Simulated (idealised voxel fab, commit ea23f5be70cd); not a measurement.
process module | voxel gate over fins
cross-section cut | 235 nm wide | cells 5 nm
A cross-section is a grid of square cells, given in bands from the top down. A band is one or more rows of cells.
Each band's line starts with the height of the band's top and of its bottom, in nm. Then come its materials from left to right, each with its width in nm. One material with "throughout" fills the band from edge to edge. "air" is empty space.
Height 0 is the level under which the wafer as received is all one material. The lowest band goes on downwards, as in "0 down".
A width such as "30 to 40" changes by the same amount from each row of cells to the next, from the band's top row to its bottom row.
"no change" after a step means that no cell of the cross-section changed.
closed voids: empty space of 8 cells or more with no open way to the top, each as width x height at its distance from the left edge, in nm
after a step's settings: what the simulator itself notes on the step
overlay nm, on a step with a mask: how far to the right of its planned place the mask lay; to the left if negative
plan
1 op RECEIVE | material Si
2 op CONFORMAL_DEP | material SiN | thk nm 5
3 op MASKED_ETCH | tone cover | mask id FINS | width nm 15 | pitch nm 55 | etch materials SiN | depth nm 5 | overlay nm 0
4 op MASKED_ETCH | tone cover | mask id FINS | width nm 15 | pitch nm 55 | etch materials Si | depth nm 40 | overlay nm 0
5 op OXIDIZE | depth nm 5
6 op FILL_DEP | material SiO2 | thk nm 10
7 op CMP | height nm 5
8 op PATTERN | tone open | mask id RAIL | material resist | width nm 15 | thk nm 20 | overlay nm 0
9 op DIRECTIONAL_ETCH | etch materials SiO2 | depth nm 40
10 op STRIP | etch materials resist
11 op CONFORMAL_DEP | material TiN | thk nm 5
12 op FILL_DEP | material Ru | thk nm 5
13 op CMP | height nm 5
14 op SELECTIVE_ETCH | etch materials W Ru TiN | depth nm 25
15 op FILL_DEP | material SiO2 | thk nm 5
16 op CMP | height nm 5
17 op SELECTIVE_ETCH | etch materials SiO2 | depth nm 15
18 op STRIP | etch materials SiN
19 op CONFORMAL_DEP | material HfO2 | thk nm 5
20 op CONFORMAL_DEP | material TiN | thk nm 5
21 op CONFORMAL_DEP | material TiAl | thk nm 5
22 op CONFORMAL_DEP | material TiN | thk nm 5
23 op FILL_DEP | material W | thk nm 15
24 op CMP | height nm 30
25 op CONFORMAL_DEP | material SiN | thk nm 5
as received, after step 1
  0 down: Si throughout
  closed voids: none
first wafer at the end, as planned
  35 to 30: SiN throughout
  30 to 20: W throughout
  20 to 15: W 65 | TiN 45 | W 10 | TiN 45 | W 70
  15 to 10: W 65 | TiN 5 | TiAl 35 | TiN 5 | W 10 | TiN 5 | TiAl 35 | TiN 5 | W 70
  10 to 5: TiN 70 | TiAl 5 | TiN 25 | TiAl 5 | TiN 20 | TiAl 5 | TiN 25 | TiAl 5 | TiN 75
  5 to 0: TiAl 75 | TiN 5 | HfO2 15 | TiN 5 | TiAl 30 | TiN 5 | HfO2 15 | TiN 5 | TiAl 80
  0 to -5: TiN 80 | HfO2 5 | Si 5 | HfO2 5 | TiN 40 | HfO2 5 | Si 5 | HfO2 5 | TiN 85
  -5 to -10: HfO2 85 | Si 5 | HfO2 50 | Si 5 | HfO2 90
  -10 to -20: SiO2 85 | Si 5 | SiO2 50 | Si 5 | SiO2 90
  -20 to -30: SiO2 85 | Si 5 | SiO2 15 | TiN 5 | Ru 5 | TiN 5 | SiO2 20 | Si 5 | SiO2 90
  -30 to -35: SiO2 85 | Si 5 | SiO2 15 | TiN 15 | SiO2 20 | Si 5 | SiO2 90
  -35 to -45: SiO2 85 | Si 5 | SiO2 50 | Si 5 | SiO2 90
  -45 down: Si throughout
  closed voids: none
second wafer at the end: like start, like plan, one mistake
  35 to 30: SiN throughout
  30 to 25: W throughout
  25 to 20: TiN throughout
  20 to 15: TiAl throughout
  15 to 10: TiN throughout
  10 to 0: HfO2 throughout
  0 down: Si throughout
  closed voids: none
what went wrong: step 2 ran as: op CONFORMAL_DEP | material HfO2 | thk nm 5
at the end the second wafer has, in cells: 39 more of HfO2 | 2 fewer of Ru | 405 more of Si | 306 fewer of SiO2 | 8 fewer of TiAl | 23 fewer of TiN | 105 fewer of W
